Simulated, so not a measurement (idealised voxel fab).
Process module name: voxel local oxidation
The cross-section shown here is cut; it is 210 nm wide and divided into square cells measuring 5 nm on a side.
How to read a cross-section here: the picture is a grid of square cells, written as bands going from the top down, and any band can span one or more rows of cells.
Per band: top height and bottom height in nm, followed by the left-to-right materials and their widths in nm; "full width" marks a single material spanning edge to edge, "air" marks empty space.
Height is counted from the level 0, under which the received wafer is composed throughout of one material. The lowest of the bands is not closed at the bottom but continues downward, in the notation "0 down".
The expression "30->40" gives the width at the extremes of the band, the first number at its top row of cells and the second at its bottom row, with the width changing by equal amounts from each row to the next in between.
"no alteration" (step): cross-section cells unchanged, all of them.
"Cavities, sealed" - sealed voids, min. 8 cells, no opening to top; format: width x height at distance (distance from left edge; nm throughout).
Where a step's line continues beyond its settings, the continuation is a remark by the simulator itself on that step.
overlay nm: right-of-plan distance of the mask on a masked step; negative values mean left-of-plan.
What follows is a series of pairs. Each pair shows a cross-section before one process step and the cross-section after it, and the after view is drawn only down to the lowest band that changed. Beneath each pair is the step that lies between the two, with its settings. Pairs may come from different runs of this module on the same starting wafer, so a pair continues from the one above it only where its entry headed "Preceding state" says so.

Preceding state
0 down: Si full width
Cavities, sealed: none

After
0 to -5: SiO2 full width
Under the height -5 nothing was changed.
Cavities, sealed: none
Between before and after as drawn above: op OXIDIZE | depth nm 5

Preceding state: The initial state for this step is given by the after cross-section of the immediately preceding pair.

After
15 to 0: SiN full width
Under the height 0 nothing was changed.
Cavities, sealed: none
Between before and after as drawn above: op CONFORMAL_DEP | material SiN | thk nm 15

Preceding state: The initial state for this step is given by the after cross-section of the immediately preceding pair.

After
15 to 0: air 50 nm, then SiN 110 nm, then air 50 nm
Under the height 0 nothing was changed.
Cavities, sealed: none
Between before and after as drawn above: op MASKED_ETCH | tone cover | mask id ACTIVE | width nm 110 | etch materials SiN | depth nm 15 | overlay nm 0

Preceding state: The initial state for this step is given by the after cross-section of the immediately preceding pair.

After
15 to 0: air 50 nm, then SiN 110 nm, then air 50 nm
0 to -5: air 55 nm, then SiO2 100 nm, then air 55 nm
Under the height -5 nothing was changed.
Cavities, sealed: none
Between before and after as drawn above: op SELECTIVE_ETCH | etch materials SiO2 | depth nm 5

Preceding state: The initial state for this step is given by the after cross-section of the immediately preceding pair.

After
15 to 0: air 50 nm, then SiN 110 nm, then air 50 nm
0 to -5: air 55 nm, then SiO2 100 nm, then air 55 nm
-5 to -20: SiO2 70 nm, then Si 70 nm, then SiO2 70 nm
Under the height -20 nothing was changed.
Cavities, sealed: none
Between before and after as drawn above: op OXIDIZE | depth nm 15

Preceding state: The initial state for this step is given by the after cross-section of the immediately preceding pair.

After
0 to -5: air 55 nm, then SiO2 100 nm, then air 55 nm
Under the height -5 nothing was changed.
Cavities, sealed: none
Between before and after as drawn above: op STRIP | etch materials SiN

Preceding state
15 to 0: air 50 nm, then SiN 110 nm, then air 50 nm
0 to -5: air 55 nm, then SiO2 100 nm, then air 55 nm
-5 down: Si full width
Cavities, sealed: none

After
0 to -5: air 55 nm, then SiO2 100 nm, then air 55 nm
Under the height -5 nothing was changed.
Cavities, sealed: none
Between before and after as drawn above: op STRIP | etch materials SiN

Preceding state: The initial state for this step is given by the after cross-section of the immediately preceding pair.

After
0 to -5: air 55 nm, then SiO2 100 nm, then air 55 nm
-5 to -20: SiO2 70 nm, then Si 70 nm, then SiO2 70 nm
Under the height -20 nothing was changed.
Cavities, sealed: none
Between before and after as drawn above: op OXIDIZE | depth nm 15

Preceding state
15 to 0: air 50 nm, then SiN 110 nm, then air 50 nm
0 to -5: SiO2 full width
-5 down: Si full width
Cavities, sealed: none

After
15 to 0: air 50 nm, then SiN 110 nm, then air 50 nm
0 to -5: air 65 nm, then SiO2 80 nm, then air 65 nm
Under the height -5 nothing was changed.
Cavities, sealed: none
Between before and after as drawn above: op SELECTIVE_ETCH | etch materials SiO2 | depth nm 15

Preceding state: The initial state for this step is given by the after cross-section of the immediately preceding pair.

After
15 to 0: air 50 nm, then SiN 110 nm, then air 50 nm
0 to -5: air 65 nm, then SiO2 80 nm, then air 65 nm
-5 to -20: SiO2 80 nm, then Si 50 nm, then SiO2 80 nm
Under the height -20 nothing was changed.
Cavities, sealed: none
Between before and after as drawn above: op OXIDIZE | depth nm 15

Preceding state: The initial state for this step is given by the after cross-section of the immediately preceding pair.

After
0 to -5: air 65 nm, then SiO2 80 nm, then air 65 nm
Under the height -5 nothing was changed.
Cavities, sealed: none
Between before and after as drawn above: op STRIP | etch materials SiN

Preceding state
15 to 0: SiN full width
0 to -5: SiO2 full width
-5 down: Si full width
Cavities, sealed: none

After
15 to 0: air 45 nm, then SiN 120 nm, then air 45 nm
Under the height 0 nothing was changed.
Cavities, sealed: none
Between before and after as drawn above: op MASKED_ETCH | tone cover | mask id ACTIVE | width nm 120 | etch materials SiN | depth nm 15 | overlay nm 0

Preceding state: The initial state for this step is given by the after cross-section of the immediately preceding pair.

After
15 to 0: air 45 nm, then SiN 120 nm, then air 45 nm
0 to -5: air 50 nm, then SiO2 110 nm, then air 50 nm
Under the height -5 nothing was changed.
Cavities, sealed: none
Between before and after as drawn above: op SELECTIVE_ETCH | etch materials SiO2 | depth nm 5

Preceding state: The initial state for this step is given by the after cross-section of the immediately preceding pair.

After
15 to 0: air 45 nm, then SiN 120 nm, then air 45 nm
0 to -5: air 50 nm, then SiO2 110 nm, then air 50 nm
-5 to -20: SiO2 65 nm, then Si 80 nm, then SiO2 65 nm
Under the height -20 nothing was changed.
Cavities, sealed: none
Between before and after as drawn above: op OXIDIZE | depth nm 15

Preceding state: The initial state for this step is given by the after cross-section of the immediately preceding pair.

After
0 to -5: air 50 nm, then SiO2 110 nm, then air 50 nm
Under the height -5 nothing was changed.
Cavities, sealed: none
Between before and after as drawn above: op STRIP | etch materials SiN

Preceding state
15 to 0: SiN full width
0 to -5: SiO2 full width
-5 down: Si full width
Cavities, sealed: none

After
15 to 0: air 45 nm, then SiN 110 nm, then air 55 nm
Under the height 0 nothing was changed.
Cavities, sealed: none
Between before and after as drawn above: op MASKED_ETCH | tone cover | mask id ACTIVE | width nm 110 | etch materials SiN | depth nm 15 | overlay nm -5

Preceding state: The initial state for this step is given by the after cross-section of the immediately preceding pair.

After
15 to 0: air 45 nm, then SiN 110 nm, then air 55 nm
0 to -5: air 50 nm, then SiO2 100 nm, then air 60 nm
Under the height -5 nothing was changed.
Cavities, sealed: none
Between before and after as drawn above: op SELECTIVE_ETCH | etch materials SiO2 | depth nm 5

Preceding state: The initial state for this step is given by the after cross-section of the immediately preceding pair.

After
15 to 0: air 45 nm, then SiN 110 nm, then air 55 nm
0 to -5: air 50 nm, then SiO2 100 nm, then air 60 nm
-5 to -20: SiO2 65 nm, then Si 70 nm, then SiO2 75 nm
Under the height -20 nothing was changed.
Cavities, sealed: none
Between before and after as drawn above: op OXIDIZE | depth nm 15

Preceding state: The initial state for this step is given by the after cross-section of the immediately preceding pair.

After
0 to -5: air 50 nm, then SiO2 100 nm, then air 60 nm
Under the height -5 nothing was changed.
Cavities, sealed: none
Between before and after as drawn above: op STRIP | etch materials SiN

Preceding state
15 to 0: air 50 nm, then SiN 110 nm, then air 50 nm
0 to -5: air 55 nm, then SiO2 100 nm, then air 55 nm
-5 to -20: SiO2 70 nm, then Si 70 nm, then SiO2 70 nm
-20 down: Si full width
Cavities, sealed: none

After
-5 to -20: air 70 nm, then Si 70 nm, then air 70 nm
Under the height -20 nothing was changed.
Cavities, sealed: none
Between before and after as drawn above: op STRIP | etch materials SiO2

Preceding state
15 to 0: SiN full width
0 to -5: SiO2 full width
-5 down: Si full width
Cavities, sealed: none

After
15 to 0: SiN 50 nm, then air 110 nm, then SiN 50 nm
Under the height 0 nothing was changed.
Cavities, sealed: none
Between before and after as drawn above: op MASKED_ETCH | tone open | mask id ACTIVE | width nm 110 | etch materials SiN | depth nm 15 | overlay nm 0

Preceding state: The initial state for this step is given by the after cross-section of the immediately preceding pair.

After
15 to 0: SiN 50 nm, then air 110 nm, then SiN 50 nm
0 to -5: SiO2 45 nm, then air 120 nm, then SiO2 45 nm
Under the height -5 nothing was changed.
Cavities, sealed: none
Between before and after as drawn above: op SELECTIVE_ETCH | etch materials SiO2 | depth nm 5

Preceding state: The initial state for this step is given by the after cross-section of the immediately preceding pair.

After
15 to 0: SiN 50 nm, then air 110 nm, then SiN 50 nm
0 to -5: SiO2 45 nm, then air 120 nm, then SiO2 45 nm
-5 to -20: Si 30 nm, then SiO2 150 nm, then Si 30 nm
Under the height -20 nothing was changed.
Cavities, sealed: none
Between before and after as drawn above: op OXIDIZE | depth nm 15

Preceding state: The initial state for this step is given by the after cross-section of the immediately preceding pair.

After
0 to -5: SiO2 45 nm, then air 120 nm, then SiO2 45 nm
Under the height -5 nothing was changed.
Cavities, sealed: none
Between before and after as drawn above: op STRIP | etch materials SiN
